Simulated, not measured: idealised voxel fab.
Process module in this document: voxel fin reveal
For reference, the cross-section in this document is cut, with width 285 nm and square cells of 5 nm.
Cross-sections here: square-cell grids, written as top-down lists of bands, a band being one or more rows of cells. Heads up on the band format: heights come first, top then bottom, in nm. After that it's the materials left to right, each with its width in nm. A single material flagged "everywhere" fills the whole band edge to edge, and "blank" means there's empty space there. We count height from 0. Below that, the starting wafer is all one material. The lowest band never ends at the bottom but goes on down; see "0 -> down" for how that is written. A width such as "30 to 40" changes by the same amount from each row of cells to the next, from the band's top row to its bottom row. No cell of the cross-section changed in a step that is given as "remained unchanged". Reported under the label "Closed void catalog" are the empty spaces having no open way to the top and comprising 8 cells or more; the notation for each is width x height at distance, in which the distance is measured from the left edge and all three values are in nm. Step line, after settings: the simulator's comment on this step. "overlay nm" answers the question of how far to the right of plan the mask lay on a step that has a mask, and when it is negative the answer is to the left.
**Planned process steps**
1. RECEIVE,material Si
2. CONFORMAL_DEP,material SiN,thk nm 10
3. MASKED_ETCH,tone cover,mask id FINS,width nm 15,pitch nm 35,etch materials SiN,depth nm 10,overlay nm 0
4. MASKED_ETCH,tone cover,mask id FINS,width nm 15,pitch nm 35,etch materials Si,depth nm 30,overlay nm 0
5. OXIDIZE,depth nm 5
6. FILL_DEP,material SiO2,thk nm 15
7. CMP,height nm 10
8. SELECTIVE_ETCH,etch materials SiO2,depth nm 30
9. STRIP,etch materials SiN
**The cross-section here shows the wafer as received, i.e. in its state after step 1**
* 0 -> down: Si everywhere
* Closed void catalog: none
**End-of-module cross-section of the first of two wafers, processed as planned**
* 0 -> -20: blank=120  Si=5  blank=30  Si=5  blank=125
* -20 -> -35: SiO2=120  Si=5  SiO2=30  Si=5  SiO2=125
* -35 -> down: Si everywhere
* Closed void catalog: none
**This is the second of the two wafers, cross-sectioned at the end of the module; it started exactly like the first and was given the same plan, but it was run with one mistake**
* 0 -> -20: blank=120  Si=5  blank=30  Si=5  blank=125
* -20 -> -30: SiO2=85  blank=35  Si=5  blank=30  Si=5  blank=35  SiO2=90
* -30 -> -35: SiO2=120  Si=5  SiO2=30  Si=5  SiO2=125
* -35 -> down: Si everywhere
* Closed void catalog: none
Deviation noted in wafer processing: steps 8 and 9 run out of order (swapped)
Upon completion, the second wafer contains, in terms of cells, a greater or smaller amount of certain materials than the first wafer: SiO2 -40
